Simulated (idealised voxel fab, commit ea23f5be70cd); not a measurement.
Module name: voxel transistor to metal (process module)
Section shown: cut. Width: 180 nm. Cell size: 5 nm, square.
Cross-section layout: square cells on a grid; listed as bands, top to bottom; a band spans one or more cell rows. First you get the band's top height and its bottom height, in nm, and then the materials it's made of, left to right, with each width in nm. If you see a single material with "everywhere", that one covers the band edge to edge. "empty" is empty space. Heads up on the height convention: 0 is the point under which the incoming wafer is all one material, and the lowest band has no bottom, it just keeps going down, like "0 nm and below". The expression "30->40" gives the width at the extremes of the band, the first number at its top row of cells and the second at its bottom row, with the width changing by equal amounts from each row to the next in between. No cell of the cross-section changed in a step that is given as "identical to before". Voids not open to the top, 8 cells minimum: see "Sealed void listing". Written width x height at distance; distance is from the left edge; nm. Anything after a step's settings on that line? It's the simulator's own note about the step. overlay nm: right-of-plan distance of the mask on a masked step; negative values mean left-of-plan.
## So here's the lineup of process steps we planned
step 1: RECEIVE (material Si)
step 2: OXIDIZE (depth nm 5)
step 3: CONFORMAL_DEP (material SiN; thk nm 15)
step 4: DIRECTIONAL_DEP (material aC; thk nm 10)
step 5: PATTERN (tone cover; mask id ACTIVE; material resist; width nm 110; thk nm 30; overlay nm 0)
step 6: DIRECTIONAL_ETCH (etch materials aC; depth nm 10)
step 7: STRIP (etch materials resist)
step 8: DIRECTIONAL_ETCH (etch materials SiN; depth nm 15)
step 9: DIRECTIONAL_ETCH (etch materials SiO2; depth nm 5)
step 10: DIRECTIONAL_ETCH (etch materials Si; depth nm 30)
step 11: STRIP (etch materials aC)
step 12: FILL_DEP (material SiO2; thk nm 5)
step 13: CMP (height nm 15)
step 14: SELECTIVE_ETCH (etch materials SiO2; depth nm 10)
step 15: STRIP (etch materials SiN)
step 16: SELECTIVE_ETCH (etch materials SiO2; depth nm 5)
step 17: OXIDIZE (depth nm 5)
step 18: DIRECTIONAL_DEP (material polySi; thk nm 20)
step 19: DIRECTIONAL_DEP (material SiCN; thk nm 15)
step 20: PATTERN (tone cover; mask id GATE; material resist; width nm 30; thk nm 15; overlay nm 0)
step 21: DIRECTIONAL_ETCH (etch materials SiCN; depth nm 25)
step 22: DIRECTIONAL_ETCH (etch materials polySi; depth nm 30)
step 23: STRIP (etch materials resist)
step 24: CONFORMAL_DEP (material SiO2; thk nm 5)
step 25: DIRECTIONAL_ETCH (etch materials SiO2; depth nm 5)
step 26: CONFORMAL_DEP (material SiN; thk nm 5)
step 27: DIRECTIONAL_ETCH (etch materials SiN; depth nm 5)
step 28: DIRECTIONAL_ETCH (etch materials SiO2; depth nm 5)
step 29: EPI (material nSi; thk nm 5)
step 30: FILL_DEP (material SiO2; thk nm 10)
step 31: CMP (height nm 15)
step 32: STRIP (etch materials polySi)
step 33: SELECTIVE_ETCH (etch materials SiO2; depth nm 5)
step 34: CONFORMAL_DEP (material HfO2; thk nm 5)
step 35: CONFORMAL_DEP (material TiN; thk nm 5)
step 36: FILL_DEP (material W; thk nm 10)
step 37: CMP (height nm 10)
step 38: DIRECTIONAL_DEP (material SiO2; thk nm 10)
step 39: PATTERN (tone open; mask id CONTACT; material resist; width nm 20; pitch nm 80; thk nm 15; overlay nm 0)
step 40: DIRECTIONAL_ETCH (etch materials SiO2; depth nm 25)
step 41: STRIP (etch materials resist)
step 42: CONFORMAL_DEP (material TiN; thk nm 5)
step 43: FILL_DEP (material W; thk nm 10)
step 44: CMP (height nm 20)
step 45: DIRECTIONAL_DEP (material TiN; thk nm 5)
step 46: DIRECTIONAL_DEP (material W; thk nm 20)
step 47: DIRECTIONAL_DEP (material aC; thk nm 10)
step 48: PATTERN (tone cover; mask id METAL_1; material resist; width nm 20; pitch nm 80; thk nm 25; overlay nm 0)
step 49: DIRECTIONAL_ETCH (etch materials aC; depth nm 10)
step 50: STRIP (etch materials resist)
step 51: DIRECTIONAL_ETCH (etch materials W; depth nm 20)
step 52: DIRECTIONAL_ETCH (etch materials TiN; depth nm 5)
step 53: STRIP (etch materials aC)
step 54: FILL_DEP (material SiO2; thk nm 10)
step 55: CMP (height nm 45)
step 56: CONFORMAL_DEP (material SiCN; thk nm 5)
step 57: DIRECTIONAL_DEP (material lowk; thk nm 35)
step 58: MASKED_ETCH (tone open; mask id METAL_2; width nm 20; pitch nm 80; etch materials lowk; depth nm 20; overlay nm 0)
step 59: PATTERN (tone open; mask id METAL_2_HOLES; material resist; width nm 15; pitch nm 80; thk nm 20; overlay nm 0)
step 60: DIRECTIONAL_ETCH (etch materials lowk; depth nm 15)
step 61: DIRECTIONAL_ETCH (etch materials SiCN; depth nm 5)
step 62: STRIP (etch materials resist)
step 63: CONFORMAL_DEP (material TiN; thk nm 5)
step 64: FILL_DEP (material Cu; thk nm 5)
step 65: CMP (height nm 85)
step 66: CONFORMAL_DEP (material SiCN; thk nm 5)
Across this set of wafers, the varied parameter is the width nm of step 59. Starting conditions are identical for every wafer, and the plan reports the value assigned to the first wafer.
## First of several wafers (as received, post step 1), cross-sectional view
> 0 nm and below  Si everywhere
> Sealed void listing: none
## each wafer at the end: cells of each material gained (+) or lost (-) since it was received, then its closed voids
width nm 15; +20 Cu; +14 HfO2; -142 Si; +66 SiCN; +8 SiN; +336 SiO2; +78 TiN; +56 W; +202 lowk; +10 nSi; Sealed void listing: none
width nm 20; +28 Cu; +14 HfO2; -142 Si; +64 SiCN; +8 SiN; +336 SiO2; +78 TiN; +56 W; +196 lowk; +10 nSi; Sealed void listing: none
width nm 25; +32 Cu; +14 HfO2; -142 Si; +64 SiCN; +8 SiN; +336 SiO2; +80 TiN; +56 W; +190 lowk; +10 nSi; Sealed void listing: none
width nm 30; +36 Cu; +14 HfO2; -142 Si; +64 SiCN; +8 SiN; +336 SiO2; +82 TiN; +56 W; +184 lowk; +10 nSi; Sealed void listing: none
